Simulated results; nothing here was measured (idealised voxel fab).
Module name: voxel quadruple lines (process module)
The cross-section on display is named cut; it measures 290 nm wide, and its cells are 5 nm squares.
Bands, listed from the top down, are how a cross-section gets written in this document; the cross-section itself is a grid of square cells, and a band is one or more rows of them. Within each band entry, the heights of the top and of the bottom of the band appear first, in that order and in nm; the materials of the band then follow from left to right, each with its corresponding width in nm. The designation "edge to edge" on a single material indicates that it fills the band from edge to edge; the designation "blank" indicates empty space. Zero point of the height axis is 0; under it, received wafer = one material. Lowest band: continues down indefinitely, "0 -> down". Top row gets the first number, bottom row gets the second, and each row in between changes by the same step: that is how a band width like "30 to 40" works. "remains unaltered" for a step: no cell of the cross-section changed in that step. Entry "Sealed void listing". Content: empty spaces with no open connection to the top, size 8 cells or greater. Each: width x height at distance. Distance: from left edge. Unit: nm. On each step's line, the part that comes after the settings is the simulator's own comment on the step. overlay nm: where the mask lay relative to plan, measured to the right, on steps with a mask; negatives go left.
[plan]
- 1: RECEIVE: material Si
- 2: CONFORMAL_DEP: material Al2O3, thk nm 10
- 3: DIRECTIONAL_DEP: material Ru, thk nm 10
- 4: DIRECTIONAL_DEP: material polySi, thk nm 20
- 5: DIRECTIONAL_DEP: material aC, thk nm 20
- 6: PATTERN: tone cover, mask id MANDREL, material resist, width nm 25, thk nm 25, overlay nm 0
- 7: DIRECTIONAL_ETCH: etch materials aC, depth nm 20
- 8: STRIP: etch materials resist
- 9: CONFORMAL_DEP: material SiO2, thk nm 15
- 10: DIRECTIONAL_ETCH: etch materials SiO2, depth nm 15
- 11: STRIP: etch materials aC
- 12: DIRECTIONAL_ETCH: etch materials polySi, depth nm 20
- 13: STRIP: etch materials SiO2
- 14: CONFORMAL_DEP: material SiN, thk nm 5
- 15: DIRECTIONAL_ETCH: etch materials SiN, depth nm 5
- 16: STRIP: etch materials polySi
- 17: DIRECTIONAL_ETCH: etch materials Ru, depth nm 10
- 18: STRIP: etch materials SiN
[Cross-section of the wafer as it came to us, i.e., already through step 1]
0 -> down = Si edge to edge
Sealed void listing: none
[Cross-section, first of two wafers, end of module, run as planned]
20 -> 10 = blank=110, then Ru=5, then blank=15, then Ru=5, then blank=15, then Ru=5, then blank=15, then Ru=5, then blank=115
10 -> 0 = Al2O3 edge to edge
0 -> down = Si edge to edge
Sealed void listing: none
[Here's the second of our two wafers sectioned at module end. Same start as the first, same plan, but one mistake got made running it]
10 -> 0 = blank=110, then Ru=5, then blank=15, then Ru=5, then blank=15, then Ru=5, then blank=15, then Ru=5, then blank=115
0 -> down = Si edge to edge
Sealed void listing: none
Deviation noted in wafer processing: step 2 was dropped from the plan's execution and never run
Cell-count delta at end, second wafer over first, by material: 116 fewer of Al2O3
